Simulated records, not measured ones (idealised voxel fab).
Title: Process Module voxel wiring stack
Cross-section cut: width 205 nm, square cells of 5 nm.
For the purposes of this document, a cross-section shall be understood as a grid of square cells, specified as bands listed in top-to-bottom order, each band consisting of one or more rows of cells.
A band entry consists of two parts. The first gives the height of the band's top and the height of its bottom, in nm. The rest lists the band's materials from left to right, each with its width in nm. A single material labelled with the word "everywhere" fills the band from edge to edge, and the word "empty" marks empty space.
It should be noted that heights are counted from 0, beneath which the wafer as supplied is of one material throughout, and that the lowest band possesses no lower boundary but continues downward, as written in "from 0 down".
It should be noted that a width expressed as "30->40" varies in equal increments from row to row of cells within the band, taking the value of the first number at the top row and that of the second number at the bottom row.
Any step labelled "everything unchanged" changed none of the cells in the cross-section.
"Closed void catalog" contains a list of empty spaces, each no smaller than 8 cells and without an open way to the top, written in the form width x height at distance with the distance from the left edge and all three in nm.
after a step's settings: what the simulator itself notes on the step
On any step carrying a mask, the "overlay nm" setting, if present on the step's line, tells how far right of its planned place the mask lay; negative values point to the left.
List of planned process steps:
1) RECEIVE,material Si
2) CONFORMAL_DEP,material SiO2,thk nm 10
3) DIRECTIONAL_DEP,material TiN,thk nm 5
4) DIRECTIONAL_DEP,material W,thk nm 20
5) PATTERN,tone cover,mask id METAL_1,material resist,width nm 30,pitch nm 50,thk nm 20,overlay nm 0
6) DIRECTIONAL_ETCH,etch materials W,depth nm 20
7) DIRECTIONAL_ETCH,etch materials TiN,depth nm 5
8) STRIP,etch materials resist
9) FILL_DEP,material SiO2,thk nm 10
10) CMP,height nm 35
11) CONFORMAL_DEP,material SiCN,thk nm 5
12) DIRECTIONAL_DEP,material lowk,thk nm 30
13) PATTERN,tone open,mask id METAL_2_HOLES,material resist,width nm 15,pitch nm 50,thk nm 20,overlay nm 0
14) DIRECTIONAL_ETCH,etch materials lowk,depth nm 30
15) STRIP,etch materials resist
16) PATTERN,tone open,mask id METAL_2,material resist,width nm 30,pitch nm 50,thk nm 15,overlay nm 0
17) DIRECTIONAL_ETCH,etch materials lowk,depth nm 15
18) DIRECTIONAL_ETCH,etch materials SiCN,depth nm 5
19) STRIP,etch materials resist
20) CONFORMAL_DEP,material TiN,thk nm 5
21) FILL_DEP,material Ru,thk nm 5
22) CMP,height nm 70
23) CONFORMAL_DEP,material SiCN,thk nm 5
24) DIRECTIONAL_DEP,material SiO2,thk nm 25
25) PATTERN,tone open,mask id METAL_3_HOLES,material resist,width nm 15,pitch nm 50,thk nm 20,overlay nm 0
26) DIRECTIONAL_ETCH,etch materials SiO2,depth nm 25
27) STRIP,etch materials resist
28) DIRECTIONAL_DEP,material aC,thk nm 15
29) PATTERN,tone open,mask id METAL_3,material resist,width nm 30,pitch nm 50,thk nm 35,overlay nm 0
30) DIRECTIONAL_ETCH,etch materials aC,depth nm 15
31) STRIP,etch materials resist
32) DIRECTIONAL_ETCH,etch materials SiO2,depth nm 15
33) DIRECTIONAL_ETCH,etch materials SiCN,depth nm 5
34) STRIP,etch materials aC
35) CONFORMAL_DEP,material TiN,thk nm 5
36) FILL_DEP,material Cu,thk nm 10
37) CMP,height nm 100
38) CONFORMAL_DEP,material SiCN,thk nm 5
39) DIRECTIONAL_DEP,material lowk,thk nm 35
40) DIRECTIONAL_DEP,material aC,thk nm 15
41) PATTERN,tone open,mask id METAL_4,material resist,width nm 30,pitch nm 50,thk nm 30,overlay nm 0
42) DIRECTIONAL_ETCH,etch materials aC,depth nm 15
43) STRIP,etch materials resist
44) DIRECTIONAL_ETCH,etch materials lowk,depth nm 20
45) STRIP,etch materials aC
46) PATTERN,tone open,mask id METAL_4_HOLES,material resist,width nm 15,pitch nm 50,thk nm 20,overlay nm 0
47) DIRECTIONAL_ETCH,etch materials lowk,depth nm 5
48) DIRECTIONAL_ETCH,etch materials SiCN,depth nm 5
49) STRIP,etch materials resist
50) CONFORMAL_DEP,material TiN,thk nm 5
51) FILL_DEP,material Ru,thk nm 5
52) CMP,height nm 140
53) CONFORMAL_DEP,material SiCN,thk nm 5
Variable across wafers: step 47 depth nm (plan value is that of the first wafer; starting state common to all).
Cross-section, first of several wafers, as delivered after step 1:
	from 0 down | Si everywhere
	Closed void catalog: none
Cross-section after step 53, the final step of the module, for the first of several wafers:
	from 145 to 140 | SiCN everywhere
	from 140 to 125 | lowk (60)  TiN (5)  Ru (20)  TiN (5)  lowk (20)  TiN (5)  Ru (20)  TiN (5)  lowk (65)
	from 125 to 120 | lowk (60)  TiN (5)  Ru (5)  TiN (20)  lowk (20)  TiN (5)  Ru (5)  TiN (20)  lowk (65)
	from 120 to 115 | lowk (60)  TiN (15)  lowk (35)  TiN (15)  lowk (80)
	from 115 to 105 | lowk everywhere
	from 105 to 100 | SiCN everywhere
	from 100 to 90 | SiO2 (60)  TiN (5)  Cu (20)  TiN (5)  SiO2 (20)  TiN (5)  Cu (20)  TiN (5)  SiO2 (65)
	from 90 to 85 | SiO2 (60)  TiN (5)  Cu (5)  TiN (20)  SiO2 (20)  TiN (5)  Cu (5)  TiN (20)  SiO2 (65)
	from 85 to 75 | SiO2 (60)  TiN (5)  Cu (5)  TiN (5)  SiO2 (35)  TiN (5)  Cu (5)  TiN (5)  SiO2 (80)
	from 75 to 70 | SiCN (60)  TiN (15)  SiCN (35)  TiN (15)  SiCN (80)
	from 70 to 60 | lowk (60)  TiN (5)  Ru (20)  TiN (5)  lowk (20)  TiN (5)  Ru (20)  TiN (5)  lowk (65)
	from 60 to 55 | lowk (60)  TiN (5)  Ru (5)  TiN (20)  lowk (20)  TiN (5)  Ru (5)  TiN (20)  lowk (65)
	from 55 to 40 | lowk (60)  TiN (5)  Ru (5)  TiN (5)  lowk (35)  TiN (5)  Ru (5)  TiN (5)  lowk (80)
	from 40 to 35 | SiCN (60)  TiN (15)  SiCN (35)  TiN (15)  SiCN (80)
	from 35 to 15 | SiO2 (60)  W (30)  SiO2 (20)  W (30)  SiO2 (65)
	from 15 to 10 | SiO2 (60)  TiN (30)  SiO2 (20)  TiN (30)  SiO2 (65)
	from 10 to 0 | SiO2 everywhere
	from 0 down | Si everywhere
	Closed void catalog: none
Cross-section of the last wafer at end of module:
	from 145 to 140 | SiCN everywhere
	from 140 to 125 | lowk (60)  TiN (5)  Ru (20)  TiN (5)  lowk (20)  TiN (5)  Ru (20)  TiN (5)  lowk (65)
	from 125 to 120 | lowk (60)  TiN (5)  Ru (5)  TiN (20)  lowk (20)  TiN (5)  Ru (5)  TiN (20)  lowk (65)
	from 120 to 105 | lowk (60)  TiN (5)  Ru (5)  TiN (5)  lowk (35)  TiN (5)  Ru (5)  TiN (5)  lowk (80)
	from 105 to 100 | SiCN (60)  TiN (15)  SiCN (35)  TiN (15)  SiCN (80)
	from 100 to 90 | SiO2 (60)  TiN (5)  Cu (20)  TiN (5)  SiO2 (20)  TiN (5)  Cu (20)  TiN (5)  SiO2 (65)
	from 90 to 85 | SiO2 (60)  TiN (5)  Cu (5)  TiN (20)  SiO2 (20)  TiN (5)  Cu (5)  TiN (20)  SiO2 (65)
	from 85 to 75 | SiO2 (60)  TiN (5)  Cu (5)  TiN (5)  SiO2 (35)  TiN (5)  Cu (5)  TiN (5)  SiO2 (80)
	from 75 to 70 | SiCN (60)  TiN (15)  SiCN (35)  TiN (15)  SiCN (80)
	from 70 to 60 | lowk (60)  TiN (5)  Ru (20)  TiN (5)  lowk (20)  TiN (5)  Ru (20)  TiN (5)  lowk (65)
	from 60 to 55 | lowk (60)  TiN (5)  Ru (5)  TiN (20)  lowk (20)  TiN (5)  Ru (5)  TiN (20)  lowk (65)
	from 55 to 40 | lowk (60)  TiN (5)  Ru (5)  TiN (5)  lowk (35)  TiN (5)  Ru (5)  TiN (5)  lowk (80)
	from 40 to 35 | SiCN (60)  TiN (15)  SiCN (35)  TiN (15)  SiCN (80)
	from 35 to 15 | SiO2 (60)  W (30)  SiO2 (20)  W (30)  SiO2 (65)
	from 15 to 10 | SiO2 (60)  TiN (30)  SiO2 (20)  TiN (30)  SiO2 (65)
	from 10 to 0 | SiO2 everywhere
	from 0 down | Si everywhere
	Closed void catalog: none
Row per wafer, end-of-module: cell gain (+)/loss (-) by material since the wafer came in, then closed voids:
depth nm 5; +22 Cu; +50 Ru; +152 SiCN; +384 SiO2; +108 TiN; +48 W; +425 lowk; Closed void catalog: none
depth nm 10; +22 Cu; +52 Ru; +152 SiCN; +384 SiO2; +112 TiN; +48 W; +419 lowk; Closed void catalog: none
depth nm 15; +22 Cu; +56 Ru; +146 SiCN; +384 SiO2; +120 TiN; +48 W; +413 lowk; Closed void catalog: none
depth nm 20; +22 Cu; +56 Ru; +146 SiCN; +384 SiO2; +120 TiN; +48 W; +413 lowk; Closed void catalog: none
depth nm 25; +22 Cu; +56 Ru; +146 SiCN; +384 SiO2; +120 TiN; +48 W; +413 lowk; Closed void catalog: none
depth nm 30; +22 Cu; +56 Ru; +146 SiCN; +384 SiO2; +120 TiN; +48 W; +413 lowk; Closed void catalog: none
